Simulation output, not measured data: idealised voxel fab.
Process module heading - voxel transistor to metal
FYI the section here is cut, 200 nm wide, cells are 5 nm squares.
Just so we're on the same page, the cross-sections are grids of square cells, and they're listed out in bands top to bottom, each band one or more rows deep.
The band entry comprises the height of the band's top followed by the height of its bottom, expressed in nm, and subsequently the band's materials from left to right, each stated together with its width in nm. Where a single material is marked with the word "everywhere", that material fills the band from edge to edge. The word "empty" represents empty space.
Height datum 0, below which the as-received substrate wafer is one material. Lowest band open at the bottom, running downward: "0 -> down".
A width given as "30 to 40" starts at the first number in the band's top row and ends at the second number in its bottom row, shifting by an equal amount at every step from row to row.
What does "nothing was modified" mean for a step? It means no cell of the cross-section changed in that step.
The list in "Cavities, closed" covers empty spaces of 8 cells or more that cannot reach the top through any open way, and it gives each as width x height at distance; the distance is from the left edge, and width, height and distance are in nm.
It should be noted that, on the line of a given step, the content following the step's settings is a remark produced by the simulator itself with respect to that step.
"overlay nm" denotes, for a step that has a mask, the displacement of the mask to the right of its planned place, with negative values corresponding to the left.

The process steps that were planned are listed below:
step 1: RECEIVE,material Si
step 2: CONFORMAL_DEP,material SiO2,thk nm 5
step 3: CONFORMAL_DEP,material SiN,thk nm 15
step 4: DIRECTIONAL_DEP,material aC,thk nm 10
step 5: PATTERN,tone cover,mask id ACTIVE,material resist,width nm 110,thk nm 25,overlay nm 0
step 6: DIRECTIONAL_ETCH,etch materials aC,depth nm 5
step 7: STRIP,etch materials resist
step 8: DIRECTIONAL_ETCH,etch materials SiN,depth nm 15
step 9: DIRECTIONAL_ETCH,etch materials SiO2,depth nm 5
step 10: DIRECTIONAL_ETCH,etch materials Si,depth nm 25
step 11: STRIP,etch materials aC
step 12: FILL_DEP,material SiO2,thk nm 10
step 13: CMP,height nm 20
step 14: SELECTIVE_ETCH,etch materials SiO2,depth nm 5
step 15: STRIP,etch materials SiN
step 16: SELECTIVE_ETCH,etch materials SiO2,depth nm 5
step 17: OXIDIZE,depth nm 5
step 18: DIRECTIONAL_DEP,material polySi,thk nm 20
step 19: DIRECTIONAL_DEP,material SiCN,thk nm 10
step 20: MASKED_ETCH,tone cover,mask id GATE,width nm 20,etch materials SiCN,depth nm 20,overlay nm 0
step 21: MASKED_ETCH,tone cover,mask id GATE,width nm 20,etch materials polySi,depth nm 30,overlay nm 0
step 22: CONFORMAL_DEP,material SiO2,thk nm 5
step 23: DIRECTIONAL_ETCH,etch materials SiO2,depth nm 5
step 24: CONFORMAL_DEP,material SiN,thk nm 5
step 25: DIRECTIONAL_ETCH,etch materials SiN,depth nm 5
step 26: DIRECTIONAL_ETCH,etch materials SiO2,depth nm 5
step 27: DIRECTIONAL_ETCH,etch materials Si,depth nm 5
step 28: EPI,material pSi,thk nm 5
step 29: FILL_DEP,material SiO2,thk nm 5
step 30: CMP,height nm 30
step 31: DIRECTIONAL_DEP,material SiO2,thk nm 15
step 32: PATTERN,tone open,mask id CONTACT,material resist,width nm 20,pitch nm 80,thk nm 20,overlay nm 0
step 33: DIRECTIONAL_ETCH,etch materials SiO2,depth nm 50
step 34: STRIP,etch materials resist
step 35: CONFORMAL_DEP,material TiN,thk nm 5
step 36: FILL_DEP,material W,thk nm 10
step 37: CMP,height nm 45
step 38: DIRECTIONAL_DEP,material TiN,thk nm 5
step 39: DIRECTIONAL_DEP,material Ru,thk nm 15
step 40: MASKED_ETCH,tone cover,mask id METAL_1,width nm 20,pitch nm 80,etch materials Ru,depth nm 15,overlay nm 0
step 41: MASKED_ETCH,tone cover,mask id METAL_1,width nm 20,pitch nm 80,etch materials TiN,depth nm 5,overlay nm 0
step 42: FILL_DEP,material lowk,thk nm 10
step 43: CMP,height nm 65
step 44: CONFORMAL_DEP,material SiCN,thk nm 5
step 45: DIRECTIONAL_DEP,material lowk,thk nm 35
step 46: PATTERN,tone open,mask id METAL_2_HOLES,material resist,width nm 15,pitch nm 80,thk nm 20,overlay nm 0
step 47: DIRECTIONAL_ETCH,etch materials lowk,depth nm 35
step 48: STRIP,etch materials resist
step 49: PATTERN,tone open,mask id METAL_2,material resist,width nm 20,pitch nm 80,thk nm 20,overlay nm 0
step 50: DIRECTIONAL_ETCH,etch materials lowk,depth nm 20
step 51: DIRECTIONAL_ETCH,etch materials SiCN,depth nm 5
step 52: STRIP,etch materials resist
step 53: CONFORMAL_DEP,material TiN,thk nm 5
step 54: FILL_DEP,material Ru,thk nm 10
step 55: CMP,height nm 105
step 56: CONFORMAL_DEP,material SiCN,thk nm 5
The plan shows the depth nm of step 6 as the first wafer had it; this setting differs between the wafers, which start out alike.

Received condition of the first of several wafers, sectioned: post-step 1:
0 -> down: Si everywhere
Cavities, closed: none

Last step of the module is step 56; after it, the first of several wafers in cross-section:
110 -> 105: SiCN everywhere
105 -> 90: 50 lowk  5 TiN  10 Ru  5 TiN  60 lowk  5 TiN  10 Ru  5 TiN  50 lowk
90 -> 85: 50 lowk  5 TiN  5 Ru  10 TiN  60 lowk  5 TiN  5 Ru  10 TiN  50 lowk
85 -> 70: 50 lowk  5 TiN  5 Ru  5 TiN  65 lowk  5 TiN  5 Ru  5 TiN  55 lowk
70 -> 65: 50 SiCN  15 TiN  65 SiCN  15 TiN  55 SiCN
65 -> 50: 50 lowk  20 Ru  60 lowk  20 Ru  50 lowk
50 -> 45: 50 lowk  20 TiN  60 lowk  20 TiN  50 lowk
45 -> 30: 50 SiO2  5 TiN  10 W  5 TiN  60 SiO2  5 TiN  10 W  5 TiN  50 SiO2
30 -> 20: 50 SiO2  5 TiN  10 W  5 TiN  10 SiO2  5 SiN  5 SiO2  20 SiCN  5 SiO2  5 SiN  10 SiO2  5 TiN  10 W  5 TiN  50 SiO2
20 -> 0: 50 SiO2  5 TiN  10 W  5 TiN  10 SiO2  5 SiN  5 SiO2  20 polySi  5 SiO2  5 SiN  10 SiO2  5 TiN  10 W  5 TiN  50 SiO2
0 -> -5: 50 SiO2  20 TiN  5 SiO2  5 pSi  40 SiO2  5 pSi  5 SiO2  20 TiN  50 SiO2
-5 -> -10: 80 pSi  40 Si  80 pSi
-10 -> down: Si everywhere
Cavities, closed: none

End of module: cross-section, last of several wafers:
110 -> 105: SiCN everywhere
105 -> 90: 50 lowk  5 TiN  10 Ru  5 TiN  60 lowk  5 TiN  10 Ru  5 TiN  50 lowk
90 -> 85: 50 lowk  5 TiN  5 Ru  10 TiN  60 lowk  5 TiN  5 Ru  10 TiN  50 lowk
85 -> 70: 50 lowk  5 TiN  5 Ru  5 TiN  65 lowk  5 TiN  5 Ru  5 TiN  55 lowk
70 -> 65: 50 SiCN  15 TiN  65 SiCN  15 TiN  55 SiCN
65 -> 50: 50 lowk  20 Ru  60 lowk  20 Ru  50 lowk
50 -> 45: 50 lowk  20 TiN  60 lowk  20 TiN  50 lowk
45 -> 30: 50 SiO2  5 TiN  10 W  5 TiN  60 SiO2  5 TiN  10 W  5 TiN  50 SiO2
30 -> 20: 50 SiO2  5 TiN  10 W  5 TiN  10 SiO2  5 SiN  5 SiO2  20 SiCN  5 SiO2  5 SiN  10 SiO2  5 TiN  10 W  5 TiN  50 SiO2
20 -> 10: 50 SiO2  5 TiN  10 W  5 TiN  10 SiO2  5 SiN  5 SiO2  20 polySi  5 SiO2  5 SiN  10 SiO2  5 TiN  10 W  5 TiN  50 SiO2
10 -> 0: 45 SiO2  5 SiN  5 to 10 TiN  10 to 5 W  5 TiN  10 SiO2  5 SiN  5 SiO2  20 polySi  5 SiO2  5 SiN  10 SiO2  5 TiN  10 to 5 W  5 to 10 TiN  5 SiN  45 SiO2
0 -> -5: 50 SiO2  5 pSi  15 TiN  5 SiO2  5 pSi  40 SiO2  5 pSi  5 SiO2  15 TiN  5 pSi  50 SiO2
-5 -> -10: 45 SiO2  5 Si  30 pSi  40 Si  30 pSi  5 Si  45 SiO2
-10 -> -25: 45 SiO2  110 Si  45 SiO2
-25 -> down: Si everywhere
Cavities, closed: none

Each row below is a wafer at the end of the module, listing for every material the number of cells it has gained (+) or lost (-) since it was received, followed by its closed voids:
depth nm 5 | +44 Ru | -72 Si | +82 SiCN | +12 SiN | +282 SiO2 | +88 TiN | +36 W | +358 lowk | +34 pSi | +16 polySi | Cavities, closed: none
depth nm 10 | +44 Ru | -124 Si | +82 SiCN | +16 SiN | +350 SiO2 | +88 TiN | +34 W | +358 lowk | +16 pSi | +16 polySi | Cavities, closed: none
depth nm 15 | +44 Ru | -124 Si | +82 SiCN | +16 SiN | +350 SiO2 | +88 TiN | +34 W | +358 lowk | +16 pSi | +16 polySi | Cavities, closed: none
depth nm 20 | +44 Ru | -124 Si | +82 SiCN | +16 SiN | +350 SiO2 | +88 TiN | +34 W | +358 lowk | +16 pSi | +16 polySi | Cavities, closed: none
depth nm 25 | +44 Ru | -124 Si | +82 SiCN | +16 SiN | +350 SiO2 | +88 TiN | +34 W | +358 lowk | +16 pSi | +16 polySi | Cavities, closed: none
